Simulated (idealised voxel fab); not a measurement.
Presented below is a process module, voxel wiring stack.
We display cut, a cross-section 170 nm in width whose square cells are each 5 nm.
Cross-section format: a grid of square cells, given as bands from top to bottom; each band is one or more rows of cells. Within each band entry, the heights of the top and of the bottom of the band appear first, in that order and in nm; the materials of the band then follow from left to right, each with its corresponding width in nm. The designation "full width" on a single material indicates that it fills the band from edge to edge; the designation "blank" indicates empty space. A quick word on heights: they are counted from 0, and under that level the wafer as it came to us is one material throughout. The lowest band is different from the rest in having no bottom; it simply continues downward, written as in "z 0 and below". Width "30->40": first value at the band's top row of cells, second value at its bottom row, equal change from row to row. Step note "nothing altered" = no cross-section cell changed. Any empty space of 8 cells or more lacking an open way to the top shows up in "Enclosed void catalog" as width x height at distance, distance from the left edge, in nm. Post-settings text on a step line: simulator's own remark regarding the step. What "overlay nm" on a step's line means: if the step has a mask, that mask lay this far to the right of its planned place, or, when the value is negative, to the left.
Below is the list of planned process steps
| 1 | RECEIVE | material Si |
| 2 | CONFORMAL_DEP | material SiO2 | thk nm 15 |
| 3 | DIRECTIONAL_DEP | material TiN | thk nm 5 |
| 4 | DIRECTIONAL_DEP | material Ru | thk nm 15 |
| 5 | PATTERN | tone cover | mask id METAL_1 | material resist | width nm 25 | pitch nm 40 | thk nm 15 | overlay nm 0 |
| 6 | DIRECTIONAL_ETCH | etch materials Ru | depth nm 15 |
| 7 | DIRECTIONAL_ETCH | etch materials TiN | depth nm 5 |
| 8 | STRIP | etch materials resist |
| 9 | CONFORMAL_DEP | material SiCN | thk nm 5 |
| 10 | FILL_DEP | material lowk | thk nm 10 |
| 11 | CMP | height nm 35 |
| 12 | CONFORMAL_DEP | material SiCN | thk nm 5 |
| 13 | DIRECTIONAL_DEP | material lowk | thk nm 10 |
| 14 | PATTERN | tone open | mask id PLUG_1 | material resist | width nm 15 | thk nm 20 | overlay nm 0 |
| 15 | DIRECTIONAL_ETCH | etch materials lowk | depth nm 10 |
| 16 | DIRECTIONAL_ETCH | etch materials SiCN | depth nm 5 |
| 17 | STRIP | etch materials resist |
| 18 | CONFORMAL_DEP | material TiN | thk nm 5 |
| 19 | FILL_DEP | material W | thk nm 10 |
| 20 | CMP | height nm 50 |
| 21 | DIRECTIONAL_DEP | material TiN | thk nm 5 |
| 22 | DIRECTIONAL_DEP | material Ru | thk nm 25 |
| 23 | DIRECTIONAL_DEP | material aC | thk nm 15 |
| 24 | PATTERN | tone cover | mask id METAL_2 | material resist | width nm 25 | pitch nm 40 | thk nm 30 | overlay nm 0 |
| 25 | DIRECTIONAL_ETCH | etch materials aC | depth nm 15 |
| 26 | STRIP | etch materials resist |
| 27 | DIRECTIONAL_ETCH | etch materials Ru | depth nm 25 |
| 28 | DIRECTIONAL_ETCH | etch materials TiN | depth nm 5 |
| 29 | STRIP | etch materials aC |
| 30 | FILL_DEP | material lowk | thk nm 5 |
| 31 | CMP | height nm 80 |
| 32 | CONFORMAL_DEP | material SiCN | thk nm 5 |
| 33 | DIRECTIONAL_DEP | material SiO2 | thk nm 25 |
| 34 | PATTERN | tone open | mask id METAL_3_HOLES | material resist | width nm 15 | thk nm 15 | overlay nm 0 |
| 35 | DIRECTIONAL_ETCH | etch materials SiO2 | depth nm 25 |
| 36 | STRIP | etch materials resist |
| 37 | PATTERN | tone open | mask id METAL_3 | material resist | width nm 25 | pitch nm 40 | thk nm 15 | overlay nm 0 |
| 38 | DIRECTIONAL_ETCH | etch materials SiO2 | depth nm 15 |
| 39 | DIRECTIONAL_ETCH | etch materials SiCN | depth nm 5 |
| 40 | STRIP | etch materials resist |
| 41 | CONFORMAL_DEP | material TiN | thk nm 5 |
| 42 | FILL_DEP | material Cu | thk nm 10 |
| 43 | CMP | height nm 110 |
| 44 | CONFORMAL_DEP | material SiN | thk nm 5 |
Cross-section of the wafer upon arrival, representing the state reached after step 1
- z 0 and below | Si full width
- Enclosed void catalog: none
Figure: cross-sectional view of the wafer upon completion of the module, processed from the initial state and according to the plan depicted above, with one error introduced during execution
- z 115 to 110 | SiN full width
- z 110 to 100 | 50 nm SiO2, 5 nm TiN, 15 nm Cu, 5 nm TiN, 15 nm SiO2, 5 nm TiN, 15 nm Cu, 5 nm TiN, 55 nm SiO2
- z 100 to 95 | 50 nm SiO2, 5 nm TiN, 5 nm Cu, 15 nm TiN, 15 nm SiO2, 25 nm TiN, 55 nm SiO2
- z 95 to 85 | 50 nm SiO2, 5 nm TiN, 5 nm Cu, 5 nm TiN, 105 nm SiO2
- z 85 to 80 | 50 nm SiCN, 15 nm TiN, 105 nm SiCN
- z 80 to 55 | 50 nm lowk, 25 nm Ru, 15 nm lowk, 25 nm Ru, 55 nm lowk
- z 55 to 50 | 50 nm lowk, 25 nm TiN, 15 nm lowk, 25 nm TiN, 55 nm lowk
- z 50 to 40 | 50 nm lowk, 5 nm TiN, 5 nm W, 5 nm TiN, 105 nm lowk
- z 40 to 35 | 50 nm SiCN, 15 nm TiN, 105 nm SiCN
- z 35 to 25 | 45 nm lowk, 5 nm SiCN, 25 nm Ru, 5 nm SiCN, 5 nm lowk, 5 nm SiCN, 25 nm Ru, 5 nm SiCN, 50 nm lowk
- z 25 to 20 | 50 nm SiCN, 25 nm Ru, 15 nm SiCN, 25 nm Ru, 55 nm SiCN
- z 20 to 5 | SiO2 full width
- z 5 to 0 | TiN full width
- z 0 and below | Si full width
- Enclosed void catalog: none
Where did the run depart from the plan? the intended sequence of steps 2 and 3 was reversed during processing, with each occupying the position of the other
